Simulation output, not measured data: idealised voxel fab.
The process module presented herein is designated voxel self aligned contacts.
The figure presents cross-section cut, which has a width of 300 nm and is divided into square cells with an edge length of 5 nm.
A cross-section in this document is a grid of square cells, and it is written down as bands, the top band listed before the ones below it; a band is made up of one or more rows of cells.
Heads up on the band format: heights come first, top then bottom, in nm. After that it's the materials left to right, each with its width in nm. A single material flagged "everywhere" fills the whole band edge to edge, and "air" means there's empty space there.
The reference from which all heights are counted is 0, the level beneath which the as-received wafer is entirely one material; the lowest band, having no lower bound, proceeds downward and is written after the example "0..down".
Graded width ("30->40"): value in top row of band = first number; value in bottom row = second number; row-to-row change constant.
Take "no change occurred" at face value: in the step it is given for, the cross-section changed in none of its cells.
Listed in "Fully enclosed voids": every empty space of 8 or more cells without an open way to the top. Form: width x height at distance, the distance being from the left edge, all in nm.
Text after the settings on a step's line: the simulator's own remark on that step.
Each step line may optionally specify "overlay nm", which for a step with a mask gives the rightward distance between the mask's planned place and where it lay, a negative value indicating the leftward direction.

Process steps (planned)
1,RECEIVE [material Si]
2,OXIDIZE [depth nm 5]
3,DIRECTIONAL_DEP [material polySi] [thk nm 30]
4,DIRECTIONAL_DEP [material SiN] [thk nm 20]
5,PATTERN [tone cover] [mask id GATE] [material resist] [width nm 25] [pitch nm 60] [thk nm 20] [overlay nm 0]
6,DIRECTIONAL_ETCH [etch materials SiN] [depth nm 20]
7,DIRECTIONAL_ETCH [etch materials polySi] [depth nm 30]
8,STRIP [etch materials resist]
9,CONFORMAL_DEP [material SiN] [thk nm 10]
10,DIRECTIONAL_ETCH [etch materials SiN] [depth nm 10]
11,FILL_DEP [material SiO2] [thk nm 15]
12,CMP [height nm 55]
13,DIRECTIONAL_DEP [material aC] [thk nm 15]
14,PATTERN [tone open] [mask id CONTACT] [material resist] [width nm 45] [pitch nm 60] [thk nm 30] [overlay nm 0]
15,DIRECTIONAL_ETCH [etch materials aC] [depth nm 15]
16,STRIP [etch materials resist]
17,DIRECTIONAL_ETCH [etch materials SiO2] [depth nm 60]
18,STRIP [etch materials aC]
19,CONFORMAL_DEP [material TiN] [thk nm 5]
20,FILL_DEP [material W] [thk nm 5]
21,CMP [height nm 55]
22,CONFORMAL_DEP [material SiCN] [thk nm 5]

Incoming wafer in cross-section (state: after step 1)
* 0..down = Si everywhere
* Fully enclosed voids: none

Look at the cross-section after the module: the wafer started out the way shown above and the plan was the one shown above, yet one mistake was made along the way
* 60..55 = SiCN everywhere
* 55..50 = 100 SiO2 / 15 TiN / 5 W / 15 TiN / 25 SiO2 / 15 TiN / 5 W / 15 TiN / 105 SiO2
* 50..30 = 65 SiO2 / 45 SiN / 5 TiN / 5 W / 5 TiN / 45 SiN / 5 TiN / 5 W / 5 TiN / 45 SiN / 70 SiO2
* 30..0 = 65 SiO2 / 10 SiN / 25 polySi / 10 SiN / 5 TiN / 5 W / 5 TiN / 10 SiN / 25 polySi / 10 SiN / 5 TiN / 5 W / 5 TiN / 10 SiN / 25 polySi / 10 SiN / 70 SiO2
* 0..-5 = 110 SiO2 / 15 TiN / 45 SiO2 / 15 TiN / 115 SiO2
* -5..down = Si everywhere
* Fully enclosed voids: none
Error vs. plan: off-plan run, step 14, actual operation and settings PATTERN [tone open] [mask id CONTACT] [material resist] [width nm 35] [pitch nm 60] [thk nm 30] [overlay nm 0]
